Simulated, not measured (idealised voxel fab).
process module | voxel air gaps
cross-section cut | 205 nm wide | cells 5 nm
A cross-section is a grid of square cells, given in bands from the top down. A band is one or more rows of cells.
Each band's line starts with the height of the band's top and of its bottom, in nm. Then come its materials from left to right, each with its width in nm. One material with "throughout" fills the band from edge to edge. "air" is empty space.
Height 0 is the level under which the wafer as received is all one material. The lowest band goes on downwards, as in "0 down".
A width such as "30 to 40" changes by the same amount from each row of cells to the next, from the band's top row to its bottom row.
"no change" after a step means that no cell of the cross-section changed.
closed voids: empty space of 8 cells or more with no open way to the top, each as width x height at its distance from the left edge, in nm
after a step's settings: what the simulator itself notes on the step
overlay nm, on a step with a mask: how far to the right of its planned place the mask lay; to the left if negative
plan
1 op RECEIVE | material Si
2 op CONFORMAL_DEP | material SiO2 | thk nm 10
3 op CONFORMAL_DEP | material SiN | thk nm 5
4 op DIRECTIONAL_DEP | material SiO2 | thk nm 35
5 op PATTERN | tone open | mask id LINES | material resist | width nm 25 | pitch nm 55 | thk nm 20 | overlay nm 0
6 op DIRECTIONAL_ETCH | etch materials SiO2 | depth nm 35
7 op STRIP | etch materials resist
8 op CONFORMAL_DEP | material TiN | thk nm 5
9 op FILL_DEP | material Ru | thk nm 5
10 op CMP | height nm 50
11 op EPI | material Ru | thk nm 10
12 op SELECTIVE_ETCH | etch materials SiO2 | depth nm 45
13 op CONFORMAL_DEP | material SiCN | thk nm 5
as received, after step 1
  0 down: Si throughout
  closed voids: none
a wafer at the end: this start, this plan, one mistake
  65 to 60: air 20 | SiCN 165 | air 20
  60 to 50: air 20 | SiCN 5 | Ru 45 | SiCN 10 | Ru 45 | SiCN 10 | Ru 45 | SiCN 5 | air 20
  50 to 20: air 20 | SiCN 5 | Ru 10 | TiN 5 | Ru 15 | TiN 5 | Ru 10 | SiCN 10 | Ru 10 | TiN 5 | Ru 15 | TiN 5 | Ru 10 | SiCN 10 | Ru 10 | TiN 5 | Ru 15 | TiN 5 | Ru 10 | SiCN 5 | air 20
  20 to 15: SiCN 25 | Ru 10 | TiN 25 | Ru 10 | SiCN 10 | Ru 10 | TiN 25 | Ru 10 | SiCN 10 | Ru 10 | TiN 25 | Ru 10 | SiCN 25
  15 to 10: SiN throughout
  10 to 0: SiO2 throughout
  0 down: Si throughout
  closed voids: none
what went wrong: steps 11 and 12 were swapped
